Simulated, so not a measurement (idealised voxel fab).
The following process module bears the name voxel self aligned contacts.
Each square cell in cross-section cut measures 5 nm, and the section as a whole is 155 nm wide.
For the purposes of this document, a cross-section shall be understood as a grid of square cells, specified as bands listed in top-to-bottom order, each band consisting of one or more rows of cells. Band: top height; bottom height; in nm. Then, left to right: material with width in nm, for each material. "everywhere": a single material spanning edge to edge. "blank": empty space. We count height from 0. Below that, the starting wafer is all one material. The lowest band never ends at the bottom but goes on down; see "0..down" for how that is written. The expression "30 to 40" gives the width at the extremes of the band, the first number at its top row of cells and the second at its bottom row, with the width changing by equal amounts from each row to the next in between. Step note "no modifications" = no cross-section cell changed. The label "Sealed internal voids" introduces a list of the empty spaces, 8 cells or larger, that have no open way up to the top; each entry in it reads width x height at distance, where the distance is taken from the left edge and all three are stated in nm. Where a step's line continues beyond its settings, the continuation is a remark by the simulator itself on that step. "overlay nm" denotes, for a step that has a mask, the displacement of the mask to the right of its planned place, with negative values corresponding to the left.
SO HERE'S THE LINEUP OF PROCESS STEPS WE PLANNED
step 1: RECEIVE: material Si
step 2: OXIDIZE: depth nm 5
step 3: DIRECTIONAL_DEP: material polySi, thk nm 30
step 4: DIRECTIONAL_DEP: material SiN, thk nm 25
step 5: PATTERN: tone cover, mask id GATE, material resist, width nm 25, pitch nm 65, thk nm 20, overlay nm 0
step 6: DIRECTIONAL_ETCH: etch materials SiN, depth nm 25
step 7: DIRECTIONAL_ETCH: etch materials polySi, depth nm 30
step 8: STRIP: etch materials resist
step 9: CONFORMAL_DEP: material SiN, thk nm 10
step 10: DIRECTIONAL_ETCH: etch materials SiN, depth nm 10
step 11: FILL_DEP: material SiO2, thk nm 20
step 12: CMP: height nm 65
step 13: PATTERN: tone open, mask id CONTACT, material resist, width nm 50, thk nm 20, overlay nm 0
step 14: DIRECTIONAL_ETCH: etch materials SiO2, depth nm 70
step 15: STRIP: etch materials resist
step 16: CONFORMAL_DEP: material TiN, thk nm 5
step 17: FILL_DEP: material W, thk nm 5
step 18: CMP: height nm 65
step 19: CONFORMAL_DEP: material SiN, thk nm 5
SHOWN IN CROSS-SECTION IS THE WAFER AS RECEIVED, THAT IS, AS IT STANDS AFTER STEP 1
    0..down  Si everywhere
    Sealed internal voids: none
THIS IS HOW THE WAFER LOOKS IN CROSS-SECTION ONCE THE MODULE IS DONE, GIVEN THE STARTING STATE AND PLAN ABOVE AND ONE MISTAKE IN CARRYING THE PLAN OUT
    70..65  SiN everywhere
    65..55  SiO2 55 nm, TiN 5 to 15 nm, W 30 to 10 nm, TiN 5 to 15 nm, SiO2 60 nm
    55..30  SiO2 20 nm, SiN 45 nm, TiN 5 nm, W 10 nm, TiN 5 nm, SiN 45 nm, SiO2 25 nm
    30..0  SiO2 20 nm, SiN 10 nm, polySi 25 nm, SiN 10 nm, TiN 5 nm, W 10 nm, TiN 5 nm, SiN 10 nm, polySi 25 nm, SiN 10 nm, SiO2 25 nm
    0..-5  SiO2 65 nm, TiN 20 nm, SiO2 70 nm
    -5..down  Si everywhere
    Sealed internal voids: none
The plan and the run diverged here: for step 13, the planned setting was not used; the step was instead run as PATTERN: tone open, mask id CONTACT, material resist, width nm 40, thk nm 20, overlay nm 0
